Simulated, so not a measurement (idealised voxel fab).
This section sets out a process module, namely voxel tone inversion.
In the cross-section labelled cut, the width is 295 nm and each square cell is 5 nm.
In what follows, cross-sections appear as grids of square cells, described through bands that run from the top down, where every band is one or more rows of cells.
Look at the band entry: it leads with the top's height and the bottom's height in nm. Then it lists the materials left to right, with a width in nm for each. The word "all across" on a single material says that material fills the band edge to edge. The word "blank" is empty space.
For the purposes of this specification, 0 denotes the height below which the wafer in its as-received condition is composed wholly of one material, and the lowermost band, lacking a lower limit, extends downward without end, as expressed in "0 nm and below".
Graded width ("30->40"): value in top row of band = first number; value in bottom row = second number; row-to-row change constant.
Given "same as before" for a step, no cell of the cross-section differs between before and after that step.
The entry "Closed void entries" lists the empty spaces that cover at least 8 cells and have no open path to the top. Each is written as width x height at distance, where the distance is measured from the left edge and all three values are in nm.
Past the settings on a step's line: simulator remark, on that step.
overlay nm: how far to the right of its planned place the mask lay on this masked step (negative: to the left).

STEPS PLANNED FOR THE PROCESS
1. RECEIVE (material Si)
2. CONFORMAL_DEP (material SiCN; thk nm 10)
3. DIRECTIONAL_DEP (material polySi; thk nm 25)
4. PATTERN (tone cover; mask id POSTS; material resist; width nm 25; pitch nm 45; thk nm 35; overlay nm -15)
5. DIRECTIONAL_ETCH (etch materials polySi; depth nm 25)
6. STRIP (etch materials resist)
7. FILL_DEP (material lowk; thk nm 5)
8. CMP (height nm 35)
9. STRIP (etch materials polySi)
10. CONFORMAL_DEP (material TiN; thk nm 5)
11. FILL_DEP (material Cu; thk nm 5)
12. CMP (height nm 35)
13. CONFORMAL_DEP (material SiCN; thk nm 5)
Quick note for whoever runs this: the wafers start identical, but the overlay nm at step 4 isn't the same across them. The plan just shows what the first wafer had.

SECTIONAL VIEW: FIRST OF SEVERAL WAFERS, AS RECEIVED, AFTER STEP 1
    0 nm and below | Si all across
    Closed void entries: none

AT THE END OF THE MODULE, AFTER ITS LAST STEP, STEP 13, THE FIRST OF SEVERAL WAFERS APPEARS IN CROSS-SECTION AS FOLLOWS
    40 nm to 35 nm | SiCN all across
    35 nm to 15 nm | lowk: 50, then TiN: 5, then Cu: 15, then TiN: 5, then lowk: 20, then TiN: 5, then Cu: 15, then TiN: 5, then lowk: 20, then TiN: 5, then Cu: 15, then TiN: 5, then lowk: 20, then TiN: 5, then Cu: 15, then TiN: 5, then lowk: 85
    15 nm to 10 nm | lowk: 50, then TiN: 25, then lowk: 20, then TiN: 25, then lowk: 20, then TiN: 25, then lowk: 20, then TiN: 25, then lowk: 85
    10 nm to 0 nm | SiCN all across
    0 nm and below | Si all across
    Closed void entries: none

SO THIS IS THE CROSS-SECTION ON THE LAST WAFER AT THE END OF THE MODULE
    40 nm to 35 nm | SiCN all across
    35 nm to 15 nm | lowk: 80, then TiN: 5, then Cu: 15, then TiN: 5, then lowk: 20, then TiN: 5, then Cu: 15, then TiN: 5, then lowk: 20, then TiN: 5, then Cu: 15, then TiN: 5, then lowk: 20, then TiN: 5, then Cu: 15, then TiN: 5, then lowk: 55
    15 nm to 10 nm | lowk: 80, then TiN: 25, then lowk: 20, then TiN: 25, then lowk: 20, then TiN: 25, then lowk: 20, then TiN: 25, then lowk: 55
    10 nm to 0 nm | SiCN all across
    0 nm and below | Si all across
    Closed void entries: none

ROW PER WAFER, END-OF-MODULE: CELL GAIN (+)/LOSS (-) BY MATERIAL SINCE THE WAFER CAME IN, THEN CLOSED VOIDS
overlay nm -15 | +48 Cu | +177 SiCN | +52 TiN | +195 lowk | Closed void entries: none
overlay nm -10 | +48 Cu | +177 SiCN | +52 TiN | +195 lowk | Closed void entries: none
overlay nm -5 | +48 Cu | +177 SiCN | +52 TiN | +195 lowk | Closed void entries: none
overlay nm 0 | +48 Cu | +177 SiCN | +52 TiN | +195 lowk | Closed void entries: none
overlay nm 5 | +48 Cu | +177 SiCN | +52 TiN | +195 lowk | Closed void entries: none
overlay nm 10 | +48 Cu | +177 SiCN | +52 TiN | +195 lowk | Closed void entries: none
overlay nm 15 | +48 Cu | +177 SiCN | +52 TiN | +195 lowk | Closed void entries: none
